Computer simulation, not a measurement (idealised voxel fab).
Process module under the name voxel gate over fins
The width of the displayed cross-section, cut, is 280 nm; its cells are square, with a size of 5 nm.
Think of the cross-section as a grid of square cells. We describe it in bands, top to bottom, and each band covers one or more rows of those cells. Band entry format. Leading values: height of top, height of bottom, nm. Remainder: materials in left-to-right order, each with its width in nm. Special words: "throughout" on a single material, which then fills the band edge to edge; "blank", empty space. Heads up on the height convention: 0 is the point under which the incoming wafer is all one material, and the lowest band has no bottom, it just keeps going down, like "0 down". Read "30..40" as a graded width: first number on top, second number at the bottom, same change between each pair of neighbouring rows. A step reported as "remains unaltered" is a step in which no cell of the cross-section changed. Voids not open to the top, 8 cells minimum: see "Unvented voids". Written width x height at distance; distance is from the left edge; nm. The remark found on a step's line after its settings is issued by the simulator itself and pertains to that step. The setting "overlay nm" may be written on the line of a step. When the step uses a mask, the value reports how far to the right of the planned place the mask lay, and a negative value reports that it lay to the left.
plan:
1: RECEIVE with material Si
2: CONFORMAL_DEP with material SiN, thk nm 10
3: DIRECTIONAL_DEP with material aC, thk nm 15
4: PATTERN with tone cover, mask id FINS, material resist, width nm 15, pitch nm 50, thk nm 30, overlay nm 0
5: DIRECTIONAL_ETCH with etch materials aC, depth nm 15
6: STRIP with etch materials resist
7: DIRECTIONAL_ETCH with etch materials SiN, depth nm 5
8: DIRECTIONAL_ETCH with etch materials Si, depth nm 30
9: STRIP with etch materials aC
10: OXIDIZE with depth nm 5
11: FILL_DEP with material SiO2, thk nm 15
12: CMP with height nm 10
13: MASKED_ETCH with tone open, mask id RAIL, width nm 15, etch materials SiO2, depth nm 35, overlay nm 0
14: CONFORMAL_DEP with material TiN, thk nm 5
15: FILL_DEP with material W, thk nm 5
16: CMP with height nm 10
17: SELECTIVE_ETCH with etch materials W Ru TiN, depth nm 25
18: FILL_DEP with material SiO2, thk nm 5
19: CMP with height nm 10
20: SELECTIVE_ETCH with etch materials SiO2, depth nm 20
21: STRIP with etch materials SiN
22: CONFORMAL_DEP with material HfO2, thk nm 5
23: CONFORMAL_DEP with material TiN, thk nm 5
24: FILL_DEP with material W, thk nm 15
25: CMP with height nm 20
26: CONFORMAL_DEP with material SiN, thk nm 5
It is noted that the wafers described herein are identical at the outset and are distinguished by the depth nm of step 7; the value stated in the plan corresponds to the first wafer.
As received, i.e. after step 1: cross-section through the first of several wafers:
* 0 down  Si throughout
* Unvented voids: none
Each row below is a wafer at the end of the module, listing for every material the number of cells it has gained (+) or lost (-) since it was received, followed by its closed voids:
depth nm 5, +56 HfO2, +56 SiN, +56 TiN, +112 W, Unvented voids: none
depth nm 10, +72 HfO2, -364 Si, +56 SiN, +254 SiO2, +77 TiN, +185 W, Unvented voids: none
depth nm 15, +72 HfO2, -364 Si, +56 SiN, +254 SiO2, +77 TiN, +185 W, Unvented voids: none
depth nm 20, +72 HfO2, -364 Si, +56 SiN, +254 SiO2, +77 TiN, +185 W, Unvented voids: none
depth nm 25, +72 HfO2, -364 Si, +56 SiN, +254 SiO2, +77 TiN, +185 W, Unvented voids: none
